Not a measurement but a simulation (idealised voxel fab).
This is a process module. Its name is voxel double patterning.
Pictured: cross-section cut, 265 nm wide, on a grid of 5 nm square cells.
A cross-section in this document is a grid of square cells, and it is written down as bands, the top band listed before the ones below it; a band is made up of one or more rows of cells.
For a band, the entry starts with two heights in nm, that of the top and then that of the bottom, and carries on with the band's materials in order from left to right, each alongside its width in nm; the word "full width" beside a single material means it fills the band edge to edge, and "empty" means empty space.
Heights are measured from 0, the level below which the as-received wafer is all one material; the lowest band has no bottom and continues downward, written as in "0 -> down".
The width entry "30 to 40" should be interpreted row by row: the top row of cells in the band takes the first number, the bottom row takes the second number, and the change between adjacent rows is uniform throughout.
Given "nothing got changed" for a step, no cell of the cross-section differs between before and after that step.
Reported under the label "Unvented voids" are the empty spaces having no open way to the top and comprising 8 cells or more; the notation for each is width x height at distance, in which the distance is measured from the left edge and all three values are in nm.
Text after the settings on a step's line: the simulator's own remark on that step.
When a step includes a mask, the "overlay nm" setting on its line states how far to the right of its planned place that mask lay, and negative values state how far to the left.

The steps planned for the process are as follows
1. RECEIVE, material Si
2. CONFORMAL_DEP, material SiO2, thk nm 10
3. DIRECTIONAL_DEP, material polySi, thk nm 20
4. DIRECTIONAL_DEP, material SiCN, thk nm 5
5. DIRECTIONAL_DEP, material aC, thk nm 15
6. PATTERN, tone open, mask id FIRST, material resist, width nm 15, pitch nm 50, thk nm 35, overlay nm 0
7. DIRECTIONAL_ETCH, etch materials aC, depth nm 15
8. STRIP, etch materials resist
9. DIRECTIONAL_ETCH, etch materials SiCN, depth nm 5
10. STRIP, etch materials aC
11. PATTERN, tone open, mask id SECOND, material resist, width nm 15, thk nm 20, overlay nm 0
12. DIRECTIONAL_ETCH, etch materials SiCN, depth nm 5
13. STRIP, etch materials resist
14. DIRECTIONAL_ETCH, etch materials polySi, depth nm 20
15. STRIP, etch materials SiCN

The first wafer of two, processed as planned

Received-state cross-section, reflecting completion of step 1
* 0 -> down: Si full width
* Unvented voids: none

Cross-section of the wafer subsequent to step 2
* 10 -> 0: SiO2 full width
* Unchanged below 0.

Cross-section of the wafer subsequent to step 3
* 30 -> 10: polySi full width
* Unchanged below 10.

Cross-section of the wafer subsequent to step 4
* 35 -> 30: SiCN full width
* Unchanged below 30.

Cross-section of the wafer subsequent to step 5
* 50 -> 35: aC full width
* Unchanged below 35.

Cross-section of the wafer subsequent to step 6
* 85 -> 50: resist=100 / empty=15 / resist=35 / empty=15 / resist=100
* Unchanged below 50.

Cross-section of the wafer subsequent to step 7
* 70 -> 50: resist=100 / empty=15 / resist=35 / empty=15 / resist=100
* 50 -> 35: aC=100 / empty=15 / aC=35 / empty=15 / aC=100
* Unchanged below 35.

Cross-section of the wafer subsequent to step 8
* 50 -> 35: aC=100 / empty=15 / aC=35 / empty=15 / aC=100
* Unchanged below 35.

Cross-section of the wafer subsequent to step 9
* 50 -> 35: aC=100 / empty=15 / aC=35 / empty=15 / aC=100
* 35 -> 30: SiCN=100 / empty=15 / SiCN=35 / empty=15 / SiCN=100
* Unchanged below 30.

Cross-section of the wafer subsequent to step 10
* 35 -> 30: SiCN=100 / empty=15 / SiCN=35 / empty=15 / SiCN=100
* Unchanged below 30.

Cross-section of the wafer subsequent to step 11
* 55 -> 35: resist=125 / empty=15 / resist=125
* 35 -> 30: SiCN=100 / resist=15 / SiCN=35 / resist=15 / SiCN=100
* Unchanged below 30.

Cross-section of the wafer subsequent to step 12
* 55 -> 35: resist=125 / empty=15 / resist=125
* 35 -> 30: SiCN=100 / resist=15 / SiCN=10 / empty=15 / SiCN=10 / resist=15 / SiCN=100
* Unchanged below 30.

Cross-section of the wafer subsequent to step 13
* 35 -> 30: SiCN=100 / empty=15 / SiCN=10 / empty=15 / SiCN=10 / empty=15 / SiCN=100
* Unchanged below 30.

Cross-section of the wafer subsequent to step 14
* 35 -> 30: SiCN=100 / empty=15 / SiCN=10 / empty=15 / SiCN=10 / empty=15 / SiCN=100
* 30 -> 10: polySi=100 / empty=15 / polySi=10 / empty=15 / polySi=10 / empty=15 / polySi=100
* Unchanged below 10.

Cross-section of the wafer subsequent to step 15
* 30 -> 10: polySi=100 / empty=15 / polySi=10 / empty=15 / polySi=10 / empty=15 / polySi=100
* Unchanged below 10.

Wafer two. Same start, same plan, one slip in execution. Same as wafer one through step 5, inclusive

Second wafer, section view, time point: scheduled end of step 6
* 85 -> 50: empty=100 / resist=15 / empty=35 / resist=15 / empty=100
* Unchanged below 50.

Second wafer, section view, time point: scheduled end of step 7
* 70 -> 50: empty=100 / resist=15 / empty=35 / resist=15 / empty=100
* 50 -> 35: empty=100 / aC=15 / empty=35 / aC=15 / empty=100
* Unchanged below 35.

Second wafer, section view, time point: scheduled end of step 8
* 50 -> 35: empty=100 / aC=15 / empty=35 / aC=15 / empty=100
* Unchanged below 35.

Second wafer, section view, time point: scheduled end of step 9
* 50 -> 35: empty=100 / aC=15 / empty=35 / aC=15 / empty=100
* 35 -> 30: empty=100 / SiCN=15 / empty=35 / SiCN=15 / empty=100
* Unchanged below 30.

Second wafer, section view, time point: scheduled end of step 10
* 35 -> 30: empty=100 / SiCN=15 / empty=35 / SiCN=15 / empty=100
* Unchanged below 30.

Second wafer, section view, time point: scheduled end of step 11
* 55 -> 35: resist=125 / empty=15 / resist=125
* 35 -> 30: resist=100 / SiCN=15 / resist=10 / empty=15 / resist=10 / SiCN=15 / resist=100
* Unchanged below 30.

Second wafer, section view, time point: scheduled end of step 12: nothing got changed

Second wafer, section view, time point: scheduled end of step 13
* 35 -> 30: empty=100 / SiCN=15 / empty=35 / SiCN=15 / empty=100
* Unchanged below 30.

Second wafer, section view, time point: scheduled end of step 14
* 35 -> 30: empty=100 / SiCN=15 / empty=35 / SiCN=15 / empty=100
* 30 -> 10: empty=100 / polySi=15 / empty=35 / polySi=15 / empty=100
* Unchanged below 10.

Second wafer, section view, time point: scheduled end of step 15
* 30 -> 10: empty=100 / polySi=15 / empty=35 / polySi=15 / empty=100
* Unchanged below 10.
Here's what went sideways: step 6 ran with different settings than intended, the actual operation and settings being PATTERN, tone cover, mask id FIRST, material resist, width nm 15, pitch nm 50, thk nm 35, overlay nm 0
The final cell counts differ between the wafers, with the second having more or fewer of some materials than the first: -152 polySi
